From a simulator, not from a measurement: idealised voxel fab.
This section sets out a process module, namely voxel wiring stack.
Cross-sectional view cut (width: 250 nm; square cell size: 5 nm).
Reading order for cross-sections: top band down to bottom band. Underlying form: a grid of square cells. Band size: one or more rows of cells.
Per band: top height and bottom height in nm, followed by the left-to-right materials and their widths in nm; "edge to edge" marks a single material spanning edge to edge, "air" marks empty space.
Height datum 0, below which the as-received substrate wafer is one material. Lowest band open at the bottom, running downward: "0..down".
Quick explanation for "30..40": the width changes in equal steps down the rows of cells, from the first number in the band's top row to the second number in its bottom row.
A step reported as "same as before" is a step in which no cell of the cross-section changed.
The list in "Trapped voids" covers empty spaces of 8 cells or more that cannot reach the top through any open way, and it gives each as width x height at distance; the distance is from the left edge, and width, height and distance are in nm.
The remark found on a step's line after its settings is issued by the simulator itself and pertains to that step.
You can add "overlay nm" to a step's line. For a step with a mask, it describes how far the mask lay to the right of its planned position, and a negative number describes a lay to the left.

# Set out below are the planned steps of the process
- 1: RECEIVE: material Si
- 2: CONFORMAL_DEP: material SiO2, thk nm 10
- 3: CONFORMAL_DEP: material SiN, thk nm 5
- 4: DIRECTIONAL_DEP: material lowk, thk nm 15
- 5: PATTERN: tone open, mask id METAL_1, material resist, width nm 20, pitch nm 35, thk nm 20, overlay nm 0
- 6: DIRECTIONAL_ETCH: etch materials lowk, depth nm 15
- 7: DIRECTIONAL_ETCH: etch materials SiN, depth nm 5
- 8: STRIP: etch materials resist
- 9: CONFORMAL_DEP: material TiN, thk nm 5
- 10: FILL_DEP: material Ru, thk nm 10
- 11: CMP: height nm 30
- 12: EPI: material Ru, thk nm 5
- 13: FILL_DEP: material SiCN, thk nm 5
- 14: DIRECTIONAL_DEP: material lowk, thk nm 10
- 15: DIRECTIONAL_DEP: material aC, thk nm 15
- 16: PATTERN: tone open, mask id PLUG_1, material resist, width nm 15, pitch nm 70, thk nm 30, overlay nm 0
- 17: DIRECTIONAL_ETCH: etch materials aC, depth nm 15
- 18: STRIP: etch materials resist
- 19: DIRECTIONAL_ETCH: etch materials lowk, depth nm 10
- 20: DIRECTIONAL_ETCH: etch materials SiCN, depth nm 5
- 21: STRIP: etch materials aC
- 22: EPI: material Ru, thk nm 10
- 23: EPI: material Ru, thk nm 5
- 24: DIRECTIONAL_DEP: material TiN, thk nm 5
- 25: DIRECTIONAL_DEP: material W, thk nm 15
- 26: MASKED_ETCH: tone cover, mask id METAL_2, width nm 20, pitch nm 35, etch materials W, depth nm 15, overlay nm 0
- 27: MASKED_ETCH: tone cover, mask id METAL_2, width nm 20, pitch nm 35, etch materials TiN, depth nm 5, overlay nm 0
- 28: CONFORMAL_DEP: material SiCN, thk nm 5
- 29: FILL_DEP: material lowk, thk nm 10
- 30: CMP: height nm 70
- 31: CONFORMAL_DEP: material SiCN, thk nm 5
- 32: DIRECTIONAL_DEP: material lowk, thk nm 15
- 33: PATTERN: tone open, mask id PLUG_2, material resist, width nm 15, pitch nm 35, thk nm 20, overlay nm 0
- 34: DIRECTIONAL_ETCH: etch materials lowk, depth nm 15
- 35: DIRECTIONAL_ETCH: etch materials SiCN, depth nm 5
- 36: STRIP: etch materials resist
- 37: CONFORMAL_DEP: material TiN, thk nm 5
- 38: FILL_DEP: material Ru, thk nm 10
- 39: CMP: height nm 90
- 40: DIRECTIONAL_DEP: material TiN, thk nm 5
- 41: DIRECTIONAL_DEP: material W, thk nm 25
- 42: PATTERN: tone cover, mask id METAL_3, material resist, width nm 20, pitch nm 35, thk nm 20, overlay nm 0
- 43: DIRECTIONAL_ETCH: etch materials W, depth nm 25
- 44: DIRECTIONAL_ETCH: etch materials TiN, depth nm 5
- 45: STRIP: etch materials resist
- 46: FILL_DEP: material SiO2, thk nm 10
- 47: CMP: height nm 120
- 48: CONFORMAL_DEP: material SiCN, thk nm 5

# Cross-section of the wafer upon arrival, representing the state reached after step 1
0..down: Si edge to edge
Trapped voids: none

# End-of-module XS, first of two wafers, run as planned
125..120: SiCN edge to edge
120..95: SiO2 60  W 20  SiO2 15  W 20  SiO2 15  W 20  SiO2 15  W 20  SiO2 65
95..90: SiO2 60  TiN 20  SiO2 15  TiN 20  SiO2 15  TiN 20  SiO2 15  TiN 20  SiO2 65
90..75: lowk 60  TiN 5  Ru 5  TiN 5  lowk 20  TiN 5  Ru 5  TiN 5  lowk 20  TiN 5  Ru 5  TiN 5  lowk 20  TiN 5  Ru 5  TiN 5  lowk 70
75..70: SiCN 60  TiN 15  SiCN 20  TiN 15  SiCN 20  TiN 15  SiCN 20  TiN 15  SiCN 70
70..55: lowk 55  SiCN 5  W 20  SiCN 5  lowk 5  SiCN 5  W 20  SiCN 5  lowk 5  SiCN 5  W 20  SiCN 5  lowk 5  SiCN 5  W 20  SiCN 5  lowk 60
55..50: SiCN 60  TiN 20  SiCN 15  TiN 20  SiCN 15  TiN 20  SiCN 15  TiN 20  SiCN 65
50..40: lowk 60  Ru 15  lowk 55  Ru 15  lowk 105
40..35: SiCN 60  Ru 15  SiCN 55  Ru 15  SiCN 105
35..30: SiCN 55  Ru 30  SiCN 5  Ru 30  SiCN 5  Ru 30  SiCN 5  Ru 30  SiCN 60
30..15: lowk 60  TiN 5  Ru 10  TiN 5  lowk 15  TiN 5  Ru 10  TiN 5  lowk 15  TiN 5  Ru 10  TiN 5  lowk 15  TiN 5  Ru 10  TiN 5  lowk 65
15..10: SiN 60  TiN 20  SiN 15  TiN 20  SiN 15  TiN 20  SiN 15  TiN 20  SiN 65
10..0: SiO2 edge to edge
0..down: Si edge to edge
Trapped voids: none

# End-of-module cross-section of the second wafer: identical starting point and process plan to the first, with one processing mistake
125..120: SiCN edge to edge
120..95: SiO2 60  W 20  SiO2 15  W 20  SiO2 15  W 20  SiO2 15  W 20  SiO2 65
95..90: SiO2 60  TiN 20  SiO2 15  TiN 20  SiO2 15  TiN 20  SiO2 15  TiN 20  SiO2 65
90..75: Ru 55  TiN 5  lowk 15  TiN 5  Ru 10  TiN 5  lowk 15  TiN 5  Ru 10  TiN 5  lowk 15  TiN 5  Ru 10  TiN 5  lowk 15  TiN 5  Ru 65
75..70: TiN 60  SiCN 15  TiN 20  SiCN 15  TiN 20  SiCN 15  TiN 20  SiCN 15  TiN 70
70..55: lowk 55  SiCN 5  W 20  SiCN 5  lowk 5  SiCN 5  W 20  SiCN 5  lowk 5  SiCN 5  W 20  SiCN 5  lowk 5  SiCN 5  W 20  SiCN 5  lowk 60
55..50: SiCN 60  TiN 20  SiCN 15  TiN 20  SiCN 15  TiN 20  SiCN 15  TiN 20  SiCN 65
50..40: lowk 60  Ru 15  lowk 55  Ru 15  lowk 105
40..35: SiCN 60  Ru 15  SiCN 55  Ru 15  SiCN 105
35..30: SiCN 55  Ru 30  SiCN 5  Ru 30  SiCN 5  Ru 30  SiCN 5  Ru 30  SiCN 60
30..15: lowk 60  TiN 5  Ru 10  TiN 5  lowk 15  TiN 5  Ru 10  TiN 5  lowk 15  TiN 5  Ru 10  TiN 5  lowk 15  TiN 5  Ru 10  TiN 5  lowk 65
15..10: SiN 60  TiN 20  SiN 15  TiN 20  SiN 15  TiN 20  SiN 15  TiN 20  SiN 65
10..0: SiO2 edge to edge
0..down: Si edge to edge
Trapped voids: none
What went wrong in running the wafer? contrary to plan, step 33 was performed as PATTERN: tone cover, mask id PLUG_2, material resist, width nm 15, pitch nm 35, thk nm 20, overlay nm 0
Upon completion, the second wafer contains, in terms of cells, a greater or smaller amount of certain materials than the first wafer: Ru: 78 more, SiCN: 26 fewer, TiN: 26 more, lowk: 78 fewer
